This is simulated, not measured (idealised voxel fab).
Name of the process module below: voxel wiring stack
The cross-section shown here is cut; it is 195 nm wide and divided into square cells measuring 5 nm on a side.
Bands, listed from the top down, are how a cross-section gets written in this document; the cross-section itself is a grid of square cells, and a band is one or more rows of them.
Basically the band line says how high the top is and how high the bottom is, in nm, and then what's in it from left to right, every material with its width in nm. Empty space shows up as "empty", and if a single material carries "everywhere" it runs the full band edge to edge.
For the purposes of this specification, 0 denotes the height below which the wafer in its as-received condition is composed wholly of one material, and the lowermost band, lacking a lower limit, extends downward without end, as expressed in "0..down".
With a width like "30 to 40", each row of cells in the band differs from the next by the same amount, the top row carrying the first number and the bottom row the second.
Step marked "no modification"? Then no cell in the cross-section changed in it.
Closed-off voids of 8+ cells (no open route to the top) go in "Enclosed internal voids", written width x height at distance from the left edge, in nm.
Anything after a step's settings on that line? It's the simulator's own note about the step.
A step's line can hold "overlay nm"; with a mask on that step, the setting says how far right of the planned place the mask lay, while a negative setting says it lay to the left.

[Planned process steps]
1 RECEIVE (material Si)
2 CONFORMAL_DEP (material SiO2; thk nm 15)
3 DIRECTIONAL_DEP (material TiN; thk nm 5)
4 DIRECTIONAL_DEP (material Ru; thk nm 20)
5 PATTERN (tone cover; mask id METAL_1; material resist; width nm 20; pitch nm 45; thk nm 20; overlay nm -15)
6 DIRECTIONAL_ETCH (etch materials Ru; depth nm 20)
7 DIRECTIONAL_ETCH (etch materials TiN; depth nm 5)
8 STRIP (etch materials resist)
9 FILL_DEP (material lowk; thk nm 10)
10 CMP (height nm 40)
11 CONFORMAL_DEP (material SiCN; thk nm 5)
12 DIRECTIONAL_DEP (material lowk; thk nm 15)
13 DIRECTIONAL_DEP (material aC; thk nm 15)
14 PATTERN (tone open; mask id PLUG_1; material resist; width nm 15; pitch nm 45; thk nm 35; overlay nm 0)
15 DIRECTIONAL_ETCH (etch materials aC; depth nm 15)
16 STRIP (etch materials resist)
17 DIRECTIONAL_ETCH (etch materials lowk; depth nm 15)
18 DIRECTIONAL_ETCH (etch materials SiCN; depth nm 5)
19 STRIP (etch materials aC)
20 EPI (material Ru; thk nm 10)
21 EPI (material Ru; thk nm 10)
22 CONFORMAL_DEP (material SiN; thk nm 5)
23 DIRECTIONAL_DEP (material SiO2; thk nm 15)
24 DIRECTIONAL_DEP (material aC; thk nm 10)
25 PATTERN (tone open; mask id METAL_2; material resist; width nm 20; pitch nm 45; thk nm 30; overlay nm 0)
26 DIRECTIONAL_ETCH (etch materials aC; depth nm 10)
27 STRIP (etch materials resist)
28 DIRECTIONAL_ETCH (etch materials SiO2; depth nm 15)
29 DIRECTIONAL_ETCH (etch materials SiN; depth nm 5)
30 STRIP (etch materials aC)
31 CONFORMAL_DEP (material TiN; thk nm 5)
32 FILL_DEP (material Cu; thk nm 10)
33 CMP (height nm 80)
34 CONFORMAL_DEP (material SiCN; thk nm 5)
35 DIRECTIONAL_DEP (material lowk; thk nm 30)
36 DIRECTIONAL_DEP (material aC; thk nm 15)
37 PATTERN (tone open; mask id METAL_3; material resist; width nm 20; pitch nm 45; thk nm 35; overlay nm 0)
38 DIRECTIONAL_ETCH (etch materials aC; depth nm 15)
39 STRIP (etch materials resist)
40 DIRECTIONAL_ETCH (etch materials lowk; depth nm 15)
41 STRIP (etch materials aC)
42 MASKED_ETCH (tone open; mask id METAL_3_HOLES; width nm 15; pitch nm 45; etch materials lowk; depth nm 15; overlay nm 0)
43 MASKED_ETCH (tone open; mask id METAL_3_HOLES; width nm 15; pitch nm 45; etch materials SiCN; depth nm 5; overlay nm 0)
44 CONFORMAL_DEP (material TiN; thk nm 5)
45 FILL_DEP (material Cu; thk nm 5)
46 CMP (height nm 115)
47 CONFORMAL_DEP (material SiCN; thk nm 5)
48 DIRECTIONAL_DEP (material lowk; thk nm 10)
49 MASKED_ETCH (tone open; mask id PLUG_3; width nm 15; pitch nm 45; etch materials lowk; depth nm 10; overlay nm 0)
50 MASKED_ETCH (tone open; mask id PLUG_3; width nm 15; pitch nm 45; etch materials SiCN; depth nm 5; overlay nm 0)
51 CONFORMAL_DEP (material TiN; thk nm 5)
52 FILL_DEP (material Cu; thk nm 5)
53 CMP (height nm 130)
54 CONFORMAL_DEP (material SiCN; thk nm 5)
55 DIRECTIONAL_DEP (material SiO2; thk nm 25)
56 DIRECTIONAL_DEP (material aC; thk nm 10)
57 PATTERN (tone open; mask id METAL_4; material resist; width nm 20; pitch nm 45; thk nm 25; overlay nm 0)
58 DIRECTIONAL_ETCH (etch materials aC; depth nm 10)
59 STRIP (etch materials resist)
60 DIRECTIONAL_ETCH (etch materials SiO2; depth nm 25)
61 DIRECTIONAL_ETCH (etch materials SiCN; depth nm 5)
62 STRIP (etch materials aC)
63 CONFORMAL_DEP (material TiN; thk nm 5)
64 FILL_DEP (material Cu; thk nm 5)
65 CMP (height nm 160)
66 CONFORMAL_DEP (material SiCN; thk nm 5)
The overlay nm used in step 5 is not the same on every wafer, whereas the starting condition is; the value printed in the plan is the first wafer's.

[As-received cross-section, first of several wafers, post step 1]
	0..down = Si everywhere
	Enclosed internal voids: none

[Each row below is a wafer at the end of the module, listing for every material the number of cells it has gained (+) or lost (-) since it was received, followed by its closed voids]
overlay nm -15 | +78 Cu | +84 Ru | +156 SiCN | +27 SiN | +333 SiO2 | +153 TiN | +456 lowk | Enclosed internal voids: none
overlay nm -10 | +78 Cu | +84 Ru | +156 SiCN | +27 SiN | +333 SiO2 | +153 TiN | +456 lowk | Enclosed internal voids: none
overlay nm -5 | +78 Cu | +84 Ru | +156 SiCN | +27 SiN | +333 SiO2 | +153 TiN | +456 lowk | Enclosed internal voids: none
overlay nm 0 | +78 Cu | +84 Ru | +156 SiCN | +27 SiN | +333 SiO2 | +153 TiN | +456 lowk | Enclosed internal voids: none
overlay nm 5 | +78 Cu | +84 Ru | +156 SiCN | +27 SiN | +333 SiO2 | +153 TiN | +456 lowk | Enclosed internal voids: none
overlay nm 10 | +78 Cu | +84 Ru | +156 SiCN | +27 SiN | +333 SiO2 | +153 TiN | +456 lowk | Enclosed internal voids: none
overlay nm 15 | +78 Cu | +48 Ru | +156 SiCN | +51 SiN | +333 SiO2 | +165 TiN | +456 lowk | Enclosed internal voids: none
